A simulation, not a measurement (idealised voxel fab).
Documented hereafter: the process module known as voxel self aligned vias.
We display cut, a cross-section 285 nm in width whose square cells are each 5 nm.
Cross-section spec: square-cell grid; bands listed top down; each band is one or more rows.
Band entry format. Leading values: height of top, height of bottom, nm. Remainder: materials in left-to-right order, each with its width in nm. Special words: "full width" on a single material, which then fills the band edge to edge; "empty", empty space.
Height 0 is the level under which the wafer as received is all one material. The lowest band goes on downwards, as in "0 down".
It should be noted that a width expressed as "30 to 40" varies in equal increments from row to row of cells within the band, taking the value of the first number at the top row and that of the second number at the bottom row.
No cell of the cross-section changed in a step that is given as "nothing altered".
Empty spaces counting at least 8 cells and having no open way to the top are listed in "closed voids". The notation width x height at distance is used for each, the distance being from the left edge and all three values in nm.
Where a step's line continues beyond its settings, the continuation is a remark by the simulator itself on that step.
For masked steps, "overlay nm" on the step line gives how far right of plan the mask actually lay; a minus sign means it lay to the left.
So the way this works: pairs, before and after one process step. The after picture only goes down to the lowest band that actually changed, nothing below. Step and its settings are under each pair. And watch out, pairs might come from different runs of this module, same starting wafer though, so a pair only follows on from the one above if its "Pre-processing view" entry tells you so.
# Pre-processing view
	50 to 20 = lowk: 110; empty: 20; lowk: 45; empty: 20; lowk: 90
	20 to 15 = SiCN full width
	15 to 0 = SiO2 full width
	0 down = Si full width
	closed voids: none
# Resultant Cross-Section
	55 to 50 = TiN: 115; empty: 10; TiN: 55; empty: 10; TiN: 95
	50 to 25 = lowk: 110; TiN: 5; empty: 10; TiN: 5; lowk: 45; TiN: 5; empty: 10; TiN: 5; lowk: 90
	25 to 20 = lowk: 110; TiN: 20; lowk: 45; TiN: 20; lowk: 90
	Nothing below the height 20 has changed.
	closed voids: none
What step was run between the cross-section before it and the cross-section after it, both above? CONFORMAL_DEP,material TiN,thk nm 5
Pre-processing view: The pre-step condition corresponds to the post-step cross-section depicted in the pair directly above.
# Resultant Cross-Section
	60 to 55 = W full width
	55 to 50 = TiN: 115; W: 10; TiN: 55; W: 10; TiN: 95
	50 to 25 = lowk: 110; TiN: 5; W: 10; TiN: 5; lowk: 45; TiN: 5; W: 10; TiN: 5; lowk: 90
	Nothing below the height 25 has changed.
	closed voids: none
What step was run between the cross-section before it and the cross-section after it, both above? FILL_DEP,material W,thk nm 5
Pre-processing view: The pre-step condition corresponds to the post-step cross-section depicted in the pair directly above.
# Resultant Cross-Section
	50 to 25 = lowk: 110; TiN: 5; W: 10; TiN: 5; lowk: 45; TiN: 5; W: 10; TiN: 5; lowk: 90
	Nothing below the height 25 has changed.
	closed voids: none
What step was run between the cross-section before it and the cross-section after it, both above? CMP,height nm 50
Pre-processing view: The pre-step condition corresponds to the post-step cross-section depicted in the pair directly above.
# Resultant Cross-Section
	50 to 45 = lowk: 110; empty: 20; lowk: 45; empty: 20; lowk: 90
	Nothing below the height 45 has changed.
	closed voids: none
What step was run between the cross-section before it and the cross-section after it, both above? SELECTIVE_ETCH,etch materials W Ru TiN,depth nm 5
Pre-processing view: The pre-step condition corresponds to the post-step cross-section depicted in the pair directly above.
# Resultant Cross-Section
	55 to 50 = SiN full width
	50 to 45 = lowk: 110; SiN: 20; lowk: 45; SiN: 20; lowk: 90
	Nothing below the height 45 has changed.
	closed voids: none
What step was run between the cross-section before it and the cross-section after it, both above? FILL_DEP,material SiN,thk nm 5
Pre-processing view: The pre-step condition corresponds to the post-step cross-section depicted in the pair directly above.
# Resultant Cross-Section
	50 to 45 = lowk: 110; SiN: 20; lowk: 45; SiN: 20; lowk: 90
	Nothing below the height 45 has changed.
	closed voids: none
What step was run between the cross-section before it and the cross-section after it, both above? CMP,height nm 50
Pre-processing view: The pre-step condition corresponds to the post-step cross-section depicted in the pair directly above.
# Resultant Cross-Section
	65 to 50 = lowk full width
	Nothing below the height 50 has changed.
	closed voids: none
What step was run between the cross-section before it and the cross-section after it, both above? DIRECTIONAL_DEP,material lowk,thk nm 15
Pre-processing view: The pre-step condition corresponds to the post-step cross-section depicted in the pair directly above.
# Resultant Cross-Section
	65 to 50 = lowk: 90; empty: 40; lowk: 155
	Nothing below the height 50 has changed.
	closed voids: none
What step was run between the cross-section before it and the cross-section after it, both above? MASKED_ETCH,tone open,mask id VIAS,width nm 40,etch materials lowk,depth nm 15,overlay nm 0
Pre-processing view: The pre-step condition corresponds to the post-step cross-section depicted in the pair directly above.
# Resultant Cross-Section
	65 to 50 = lowk: 90; empty: 40; lowk: 155
	50 to 45 = lowk: 110; empty: 20; lowk: 45; SiN: 20; lowk: 90
	Nothing below the height 45 has changed.
	closed voids: none
What step was run between the cross-section before it and the cross-section after it, both above? MASKED_ETCH,tone open,mask id VIAS,width nm 40,etch materials SiN,depth nm 5,overlay nm 0
Pre-processing view: The pre-step condition corresponds to the post-step cross-section depicted in the pair directly above.
# Resultant Cross-Section
	70 to 65 = TiN: 95; empty: 30; TiN: 160
	65 to 55 = lowk: 90; TiN: 5; empty: 30; TiN: 5; lowk: 155
	55 to 50 = lowk: 90; TiN: 25; empty: 10; TiN: 5; lowk: 155
	50 to 45 = lowk: 110; TiN: 20; lowk: 45; SiN: 20; lowk: 90
	Nothing below the height 45 has changed.
	closed voids: none
What step was run between the cross-section before it and the cross-section after it, both above? CONFORMAL_DEP,material TiN,thk nm 5
Pre-processing view: The pre-step condition corresponds to the post-step cross-section depicted in the pair directly above.
# Resultant Cross-Section
	75 to 70 = Cu full width
	70 to 65 = TiN: 95; Cu: 30; TiN: 160
	65 to 55 = lowk: 90; TiN: 5; Cu: 30; TiN: 5; lowk: 155
	55 to 50 = lowk: 90; TiN: 25; Cu: 10; TiN: 5; lowk: 155
	Nothing below the height 50 has changed.
	closed voids: none
What step was run between the cross-section before it and the cross-section after it, both above? FILL_DEP,material Cu,thk nm 5
Pre-processing view: The pre-step condition corresponds to the post-step cross-section depicted in the pair directly above.
# Resultant Cross-Section
	65 to 55 = lowk: 90; TiN: 5; Cu: 30; TiN: 5; lowk: 155
	Nothing below the height 55 has changed.
	closed voids: none
What step was run between the cross-section before it and the cross-section after it, both above? CMP,height nm 65
Pre-processing view: The pre-step condition corresponds to the post-step cross-section depicted in the pair directly above.
# Resultant Cross-Section
	70 to 65 = SiN full width
	Nothing below the height 65 has changed.
	closed voids: none
What step was run between the cross-section before it and the cross-section after it, both above? CONFORMAL_DEP,material SiN,thk nm 5
# Pre-processing view
	65 to 55 = lowk: 90; TiN: 5; Cu: 30; TiN: 5; lowk: 155
	55 to 50 = lowk: 90; TiN: 15; Cu: 10; TiN: 15; lowk: 155
	50 to 45 = lowk: 100; TiN: 20; lowk: 45; SiN: 20; lowk: 100
	45 to 25 = lowk: 100; TiN: 5; W: 10; TiN: 5; lowk: 45; TiN: 5; W: 10; TiN: 5; lowk: 100
	25 to 20 = lowk: 100; TiN: 20; lowk: 45; TiN: 20; lowk: 100
	20 to 15 = SiCN full width
	15 to 0 = SiO2 full width
	0 down = Si full width
	closed voids: none
# Resultant Cross-Section
	70 to 65 = SiO2 full width
	Nothing below the height 65 has changed.
	closed voids: none
What step was run between the cross-section before it and the cross-section after it, both above? CONFORMAL_DEP,material SiO2,thk nm 5
# Pre-processing view
	65 to 50 = lowk full width
	50 to 45 = lowk: 100; SiN: 20; lowk: 45; SiN: 20; lowk: 100
	45 to 25 = lowk: 100; TiN: 5; W: 10; TiN: 5; lowk: 45; TiN: 5; W: 10; TiN: 5; lowk: 100
	25 to 20 = lowk: 100; TiN: 20; lowk: 45; TiN: 20; lowk: 100
	20 to 15 = SiCN full width
	15 to 0 = SiO2 full width
	0 down = Si full width
	closed voids: none
# Resultant Cross-Section
	65 to 50 = empty: 90; lowk: 40; empty: 155
	Nothing below the height 50 has changed.
	closed voids: none
What step was run between the cross-section before it and the cross-section after it, both above? MASKED_ETCH,tone cover,mask id VIAS,width nm 40,etch materials lowk,depth nm 15,overlay nm 0
Pre-processing view: The pre-step condition corresponds to the post-step cross-section depicted in the pair directly above.
# Resultant Cross-Section
	70 to 65 = empty: 85; TiN: 50; empty: 150
	65 to 55 = empty: 85; TiN: 5; lowk: 40; TiN: 5; empty: 150
	55 to 50 = TiN: 90; lowk: 40; TiN: 155
	Nothing below the height 50 has changed.
	closed voids: none
What step was run between the cross-section before it and the cross-section after it, both above? CONFORMAL_DEP,material TiN,thk nm 5
Pre-processing view: The pre-step condition corresponds to the post-step cross-section depicted in the pair directly above.
# Resultant Cross-Section
	75 to 70 = Cu full width
	70 to 65 = Cu: 85; TiN: 50; Cu: 150
	65 to 55 = Cu: 85; TiN: 5; lowk: 40; TiN: 5; Cu: 150
	Nothing below the height 55 has changed.
	closed voids: none
What step was run between the cross-section before it and the cross-section after it, both above? FILL_DEP,material Cu,thk nm 5
Pre-processing view: The pre-step condition corresponds to the post-step cross-section depicted in the pair directly above.
# Resultant Cross-Section
	65 to 55 = Cu: 85; TiN: 5; lowk: 40; TiN: 5; Cu: 150
	Nothing below the height 55 has changed.
	closed voids: none
What step was run between the cross-section before it and the cross-section after it, both above? CMP,height nm 65
Pre-processing view: The pre-step condition corresponds to the post-step cross-section depicted in the pair directly above.
# Resultant Cross-Section
	70 to 65 = SiN full width
	Nothing below the height 65 has changed.
	closed voids: none
What step was run between the cross-section before it and the cross-section after it, both above? CONFORMAL_DEP,material SiN,thk nm 5
